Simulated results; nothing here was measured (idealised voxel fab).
The following is a process module called voxel tone inversion.
The cross-section shown here is cut; it is 225 nm wide and divided into square cells measuring 5 nm on a side.
A cross-section is a grid of square cells, given in bands from the top down. A band is one or more rows of cells.
Each band's line starts with the height of the band's top and of its bottom, in nm. Then come its materials from left to right, each with its width in nm. One material with "throughout" fills the band from edge to edge. "blank" is empty space.
Where do heights start? At 0: under that level the wafer as delivered is made of one material only. And the lowest band has no floor; it just carries on downward, as in "0 and below".
You'd read "30->40" like this: the band's top row of cells is as wide as the first number, its bottom row is as wide as the second, and going down, every row changes width by the same amount as the row before did.
Take "remained unchanged" at face value: in the step it is given for, the cross-section changed in none of its cells.
"Enclosed voids" lists enclosed empty spaces (at least 8 cells, no open path upward to the top), each as width x height at distance from the left edge, in nm.
Read whatever lies past the settings on a step's line as the simulator's own remark about the step.
A step's line can hold "overlay nm"; with a mask on that step, the setting says how far right of the planned place the mask lay, while a negative setting says it lay to the left.
**Below is the list of planned process steps**
1 RECEIVE with material Si
2 CONFORMAL_DEP with material SiN, thk nm 5
3 DIRECTIONAL_DEP with material polySi, thk nm 20
4 PATTERN with tone cover, mask id POSTS, material resist, width nm 25, pitch nm 40, thk nm 30, overlay nm 0
5 DIRECTIONAL_ETCH with etch materials polySi, depth nm 20
6 STRIP with etch materials resist
7 FILL_DEP with material lowk, thk nm 10
8 CMP with height nm 25
9 STRIP with etch materials polySi
**The first wafer of two, processed as planned**
**This is the cross-section of the wafer as we received it, i.e. after step 1**
> 0 and below | Si throughout
> Enclosed voids: none
**Sectional view: wafer, after step 2**
> 5 down to 0 | SiN throughout
> Everything below 0 is unchanged.
**Sectional view: wafer, after step 3**
> 25 down to 5 | polySi throughout
> Everything below 5 is unchanged.
**Sectional view: wafer, after step 4**
> 55 down to 25 | blank 40, then resist 25, then blank 15, then resist 25, then blank 15, then resist 25, then blank 15, then resist 25, then blank 40
> Everything below 25 is unchanged.
**Sectional view: wafer, after step 5**
> 55 down to 25 | blank 40, then resist 25, then blank 15, then resist 25, then blank 15, then resist 25, then blank 15, then resist 25, then blank 40
> 25 down to 5 | blank 40, then polySi 25, then blank 15, then polySi 25, then blank 15, then polySi 25, then blank 15, then polySi 25, then blank 40
> Everything below 5 is unchanged.
**Sectional view: wafer, after step 6**
> 25 down to 5 | blank 40, then polySi 25, then blank 15, then polySi 25, then blank 15, then polySi 25, then blank 15, then polySi 25, then blank 40
> Everything below 5 is unchanged.
**Sectional view: wafer, after step 7**
> 35 down to 25 | lowk throughout
> 25 down to 5 | lowk 40, then polySi 25, then lowk 15, then polySi 25, then lowk 15, then polySi 25, then lowk 15, then polySi 25, then lowk 40
> Everything below 5 is unchanged.
**Sectional view: wafer, after step 8**
> 25 down to 5 | lowk 40, then polySi 25, then lowk 15, then polySi 25, then lowk 15, then polySi 25, then lowk 15, then polySi 25, then lowk 40
> Everything below 5 is unchanged.
**Sectional view: wafer, after step 9**
> 25 down to 5 | lowk 40, then blank 25, then lowk 15, then blank 25, then lowk 15, then blank 25, then lowk 15, then blank 25, then lowk 40
> Everything below 5 is unchanged.
**Wafer two. Same start, same plan, one slip in execution. Same as wafer one through step 7, inclusive**
**X-section, second wafer, when step 8 was due to finish**
> 20 down to 5 | lowk 40, then polySi 25, then lowk 15, then polySi 25, then lowk 15, then polySi 25, then lowk 15, then polySi 25, then lowk 40
> Everything below 5 is unchanged.
**X-section, second wafer, when step 9 was due to finish**
> 20 down to 5 | lowk 40, then blank 25, then lowk 15, then blank 25, then lowk 15, then blank 25, then lowk 15, then blank 25, then lowk 40
> Everything below 5 is unchanged.
Short version of what went wrong: rather than as planned, step 8 actually ran as CMP with height nm 20
Bottom line after processing is that, in cells, the second wafer is up or down on some materials versus the first: -25 lowk
